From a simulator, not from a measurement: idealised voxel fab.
Name of the process module below: voxel capacitor over wiring
Square cell edge 5 nm, section width 300 nm, ID cut.
A cross-section is written here as square cells arranged in a grid, and it is given in bands from the top down, each band taking up one or more rows of cells.
Within each band entry, the heights of the top and of the bottom of the band appear first, in that order and in nm; the materials of the band then follow from left to right, each with its corresponding width in nm. The designation "throughout" on a single material indicates that it fills the band from edge to edge; the designation "empty" indicates empty space.
Note: height 0 marks the level under which the wafer is uniformly one material as received. Lowest band unbounded below, written "0 nm and below".
With a width like "30..40", each row of cells in the band differs from the next by the same amount, the top row carrying the first number and the bottom row the second.
"everything unchanged" (step): cross-section cells unchanged, all of them.
"Tabulated closed voids" means: voids of 8 cells or more that are shut off from the top with no open way through. Written width x height at distance, distance from the left edge, in nm.
On a step's line, text after the settings is the simulator commenting on that step.
The line of a step may include "overlay nm". On a step with a mask, this value is how far to the right of its planned place the mask lay. A negative value means the mask lay to the left.

-- List of planned process steps
- 1: RECEIVE: material Si
- 2: CONFORMAL_DEP: material SiO2, thk nm 10
- 3: CONFORMAL_DEP: material SiN, thk nm 5
- 4: DIRECTIONAL_DEP: material SiO2, thk nm 20
- 5: DIRECTIONAL_DEP: material aC, thk nm 10
- 6: PATTERN: tone open, mask id METAL_1, material resist, width nm 20, pitch nm 75, thk nm 30, overlay nm 0
- 7: DIRECTIONAL_ETCH: etch materials aC, depth nm 10
- 8: STRIP: etch materials resist
- 9: DIRECTIONAL_ETCH: etch materials SiO2, depth nm 20
- 10: DIRECTIONAL_ETCH: etch materials SiN, depth nm 5
- 11: STRIP: etch materials aC
- 12: CONFORMAL_DEP: material TiN, thk nm 5
- 13: FILL_DEP: material Cu, thk nm 10
- 14: CMP: height nm 35
- 15: CONFORMAL_DEP: material SiCN, thk nm 5
- 16: DIRECTIONAL_DEP: material lowk, thk nm 10
- 17: DIRECTIONAL_DEP: material aC, thk nm 10
- 18: PATTERN: tone open, mask id PLUG_1, material resist, width nm 15, thk nm 30, overlay nm 0
- 19: DIRECTIONAL_ETCH: etch materials aC, depth nm 10
- 20: STRIP: etch materials resist
- 21: DIRECTIONAL_ETCH: etch materials lowk, depth nm 10
- 22: DIRECTIONAL_ETCH: etch materials SiCN, depth nm 5
- 23: STRIP: etch materials aC
- 24: CONFORMAL_DEP: material TiN, thk nm 5
- 25: FILL_DEP: material W, thk nm 10
- 26: CMP: height nm 50
- 27: DIRECTIONAL_DEP: material TiN, thk nm 10
- 28: DIRECTIONAL_DEP: material Al2O3, thk nm 5
- 29: DIRECTIONAL_DEP: material TiN, thk nm 10
- 30: MASKED_ETCH: tone cover, mask id UPPER_PLATE, width nm 60, etch materials TiN, depth nm 10, overlay nm 0
- 31: MASKED_ETCH: tone cover, mask id UPPER_PLATE, width nm 60, etch materials Al2O3, depth nm 5, overlay nm 0
- 32: MASKED_ETCH: tone cover, mask id LOWER_PLATE, width nm 70, etch materials TiN, depth nm 10, overlay nm 0
- 33: FILL_DEP: material SiO2, thk nm 15
- 34: CMP: height nm 85
- 35: MASKED_ETCH: tone open, mask id PLUG_2, width nm 15, etch materials SiO2, depth nm 10, overlay nm 0
- 36: CONFORMAL_DEP: material TiN, thk nm 5
- 37: FILL_DEP: material Cu, thk nm 10
- 38: CMP: height nm 85
- 39: CONFORMAL_DEP: material SiN, thk nm 5

-- Received-state cross-section, reflecting completion of step 1
> 0 nm and below = Si throughout
> Tabulated closed voids: none

-- Cross-sectional view of the first of the two wafers upon completion of the module, processed in accordance with the plan
> 90 nm to 85 nm = SiN throughout
> 85 nm to 80 nm = SiO2 115 / TiN 5 / Cu 5 / TiN 5 / SiO2 170
> 80 nm to 75 nm = SiO2 115 / TiN 15 / SiO2 170
> 75 nm to 65 nm = SiO2 105 / TiN 60 / SiO2 135
> 65 nm to 60 nm = SiO2 105 / Al2O3 60 / SiO2 135
> 60 nm to 50 nm = SiO2 100 / TiN 70 / SiO2 130
> 50 nm to 40 nm = lowk 105 / TiN 5 / W 5 / TiN 5 / lowk 180
> 40 nm to 35 nm = SiCN 105 / TiN 15 / SiCN 180
> 35 nm to 15 nm = SiO2 100 / TiN 5 / Cu 10 / TiN 5 / SiO2 55 / TiN 5 / Cu 10 / TiN 5 / SiO2 105
> 15 nm to 10 nm = SiN 100 / TiN 20 / SiN 55 / TiN 20 / SiN 105
> 10 nm to 0 nm = SiO2 throughout
> 0 nm and below = Si throughout
> Tabulated closed voids: none

-- Here is the second of the two wafers cut open at the end of the module - same start, same plan as the first one, but we made one mistake running it
> 90 nm to 85 nm = SiN throughout
> 85 nm to 80 nm = SiO2 115 / TiN 5 / Cu 5 / TiN 5 / SiO2 170
> 80 nm to 75 nm = SiO2 115 / TiN 15 / SiO2 170
> 75 nm to 65 nm = SiO2 100 / TiN 5 / SiO2 60 / TiN 5 / SiO2 130
> 65 nm to 60 nm = Al2O3 throughout
> 60 nm to 50 nm = TiN throughout
> 50 nm to 40 nm = lowk 105 / TiN 5 / W 5 / TiN 5 / lowk 180
> 40 nm to 35 nm = SiCN 105 / TiN 15 / SiCN 180
> 35 nm to 15 nm = SiO2 100 / TiN 5 / Cu 10 / TiN 5 / SiO2 55 / TiN 5 / Cu 10 / TiN 5 / SiO2 105
> 15 nm to 10 nm = SiN 100 / TiN 20 / SiN 55 / TiN 20 / SiN 105
> 10 nm to 0 nm = SiO2 throughout
> 0 nm and below = Si throughout
> Tabulated closed voids: none
Deviation from plan: heads up, step 30 didn't go per plan, it actually ran as MASKED_ETCH: tone open, mask id UPPER_PLATE, width nm 60, etch materials TiN, depth nm 10, overlay nm 0
Heads up, by the end the second wafer has more or fewer cells of some materials compared to the first: +48 Al2O3, -120 SiO2, +72 TiN
